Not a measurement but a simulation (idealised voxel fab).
Documented hereafter: the process module known as voxel gate over fins.
For reference, the cross-section in this document is cut, with width 230 nm and square cells of 5 nm.
Cross-section, as written here: a square-cell grid given band by band from the top down, where a band holds one or more rows of cells.
First you get the band's top height and its bottom height, in nm, and then the materials it's made of, left to right, with each width in nm. If you see a single material with "edge to edge", that one covers the band edge to edge. "blank" is empty space.
Height is counted from the level 0, under which the received wafer is composed throughout of one material. The lowest of the bands is not closed at the bottom but continues downward, in the notation "0 -> down".
The width entry "30 to 40" should be interpreted row by row: the top row of cells in the band takes the first number, the bottom row takes the second number, and the change between adjacent rows is uniform throughout.
Given "remained unchanged" for a step, no cell of the cross-section differs between before and after that step.
Look at "Closed void listing" for the closed voids: empty spaces with no open path to the top, sized 8 cells or up. Each is width x height at distance, distance from the left edge, all nm.
What comes after the settings on a step's line is commentary from the simulator itself on that step.
The line of a step may include "overlay nm". On a step with a mask, this value is how far to the right of its planned place the mask lay. A negative value means the mask lay to the left.
Listed below are the process steps as planned:
step 1: RECEIVE with material Si
step 2: CONFORMAL_DEP with material SiN, thk nm 5
step 3: PATTERN with tone cover, mask id FINS, material resist, width nm 15, pitch nm 50, thk nm 20, overlay nm 0
step 4: DIRECTIONAL_ETCH with etch materials SiN, depth nm 5
step 5: DIRECTIONAL_ETCH with etch materials Si, depth nm 40
step 6: STRIP with etch materials resist
step 7: FILL_DEP with material SiO2, thk nm 15
step 8: CMP with height nm 5
step 9: PATTERN with tone open, mask id RAIL, material resist, width nm 15, thk nm 20, overlay nm 0
step 10: DIRECTIONAL_ETCH with etch materials SiO2, depth nm 40
step 11: STRIP with etch materials resist
step 12: CONFORMAL_DEP with material TiN, thk nm 5
step 13: FILL_DEP with material Ru, thk nm 5
step 14: CMP with height nm 5
step 15: SELECTIVE_ETCH with etch materials W Ru TiN, depth nm 25
step 16: FILL_DEP with material SiO2, thk nm 5
step 17: CMP with height nm 5
step 18: SELECTIVE_ETCH with etch materials SiO2, depth nm 15
step 19: STRIP with etch materials SiN
step 20: CONFORMAL_DEP with material HfO2, thk nm 5
step 21: CONFORMAL_DEP with material TiN, thk nm 5
step 22: FILL_DEP with material W, thk nm 10
step 23: CMP with height nm 15
step 24: CONFORMAL_DEP with material SiCN, thk nm 10
Cross-section of the wafer upon arrival, representing the state reached after step 1:
> 0 -> down: Si edge to edge
> Closed void listing: none
Figure: cross-sectional view of the wafer upon completion of the module, processed from the initial state and according to the plan depicted above, with one error introduced during execution:
> 25 -> 15: SiCN edge to edge
> 15 -> 10: W edge to edge
> 10 -> 5: TiN edge to edge
> 5 -> 0: HfO2 60 nm  TiN 5 nm  HfO2 45 nm  TiN 5 nm  HfO2 45 nm  TiN 5 nm  HfO2 65 nm
> 0 -> -5: Si 55 nm  HfO2 5 nm  TiN 5 nm  HfO2 5 nm  Si 35 nm  HfO2 5 nm  TiN 5 nm  HfO2 5 nm  Si 35 nm  HfO2 5 nm  TiN 5 nm  HfO2 5 nm  Si 60 nm
> -5 -> -10: Si 55 nm  HfO2 15 nm  Si 35 nm  HfO2 15 nm  Si 35 nm  HfO2 15 nm  Si 60 nm
> -10 -> -40: Si 55 nm  SiO2 15 nm  Si 35 nm  SiO2 15 nm  Si 35 nm  SiO2 15 nm  Si 60 nm
> -40 -> down: Si edge to edge
> Closed void listing: none
Deviation noted in wafer processing: heads up, step 3 didn't go per plan, it actually ran as PATTERN with tone open, mask id FINS, material resist, width nm 15, pitch nm 50, thk nm 20, overlay nm 0
